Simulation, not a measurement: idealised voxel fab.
The name of this process module is voxel spacer lines.
The figure presents cross-section cut, which has a width of 275 nm and is divided into square cells with an edge length of 5 nm.
Cross-section = grid of square cells, listed top down in bands; band = one or more rows. Top, bottom (nm), then materials left to right with widths (nm); lone material tagged "throughout" fills the whole band edge to edge; "blank" = empty space. Note: height 0 marks the level under which the wafer is uniformly one material as received. Lowest band unbounded below, written "0 -> down". Width: "30..40" (first number = top row, second number = bottom row, same change from row to row of cells). What does "nothing altered" mean for a step? It means no cell of the cross-section changed in that step. The entry titled "Enclosed void listing" provides the empty spaces that have no open way to the top, restricted to those of 8 cells or more. Each is presented as width x height at distance, the distance being measured from the left edge, with all three in nm. Whatever follows a step's settings on its line is a remark the simulator itself makes about that step. What "overlay nm" on a step's line means: if the step has a mask, that mask lay this far to the right of its planned place, or, when the value is negative, to the left.

SO HERE'S THE LINEUP OF PROCESS STEPS WE PLANNED
1. RECEIVE (material Si)
2. CONFORMAL_DEP (material Al2O3; thk nm 5)
3. DIRECTIONAL_DEP (material SiN; thk nm 15)
4. DIRECTIONAL_DEP (material polySi; thk nm 20)
5. PATTERN (tone cover; mask id MANDREL; material resist; width nm 25; pitch nm 70; thk nm 25; overlay nm 0)
6. DIRECTIONAL_ETCH (etch materials polySi; depth nm 20)
7. STRIP (etch materials resist)
8. CONFORMAL_DEP (material SiO2; thk nm 10)
9. DIRECTIONAL_ETCH (etch materials SiO2; depth nm 10)
10. STRIP (etch materials polySi)
11. DIRECTIONAL_ETCH (etch materials SiN; depth nm 15)
12. STRIP (etch materials SiO2)

AS-RECEIVED STATE OF THE WAFER IN CROSS-SECTION, EQUIVALENT TO POST-STEP 1
> 0 -> down | Si throughout
> Enclosed void listing: none

FIRST WAFER AT THE END, AS PLANNED
> 20 -> 5 | blank=45; SiN=10; blank=25; SiN=10; blank=25; SiN=10; blank=25; SiN=10; blank=25; SiN=10; blank=25; SiN=10; blank=45
> 5 -> 0 | Al2O3 throughout
> 0 -> down | Si throughout
> Enclosed void listing: none

MODULE END: CROSS-SECTION OF WAFER TWO OF TWO. SAME START AND PROCESS PLAN AS THE FIRST WAFER. ONE MISTAKE DURING EXECUTION
> 20 -> 5 | blank=55; SiN=10; blank=5; SiN=10; blank=45; SiN=10; blank=5; SiN=10; blank=45; SiN=10; blank=5; SiN=10; blank=55
> 5 -> 0 | Al2O3 throughout
> 0 -> down | Si throughout
> Enclosed void listing: none
What was the processing mistake? planned and actual differ for step 5; actual: PATTERN (tone open; mask id MANDREL; material resist; width nm 25; pitch nm 70; thk nm 25; overlay nm 0)
The two final wafers agree on how many cells each material fills and disagree on which cells those are.
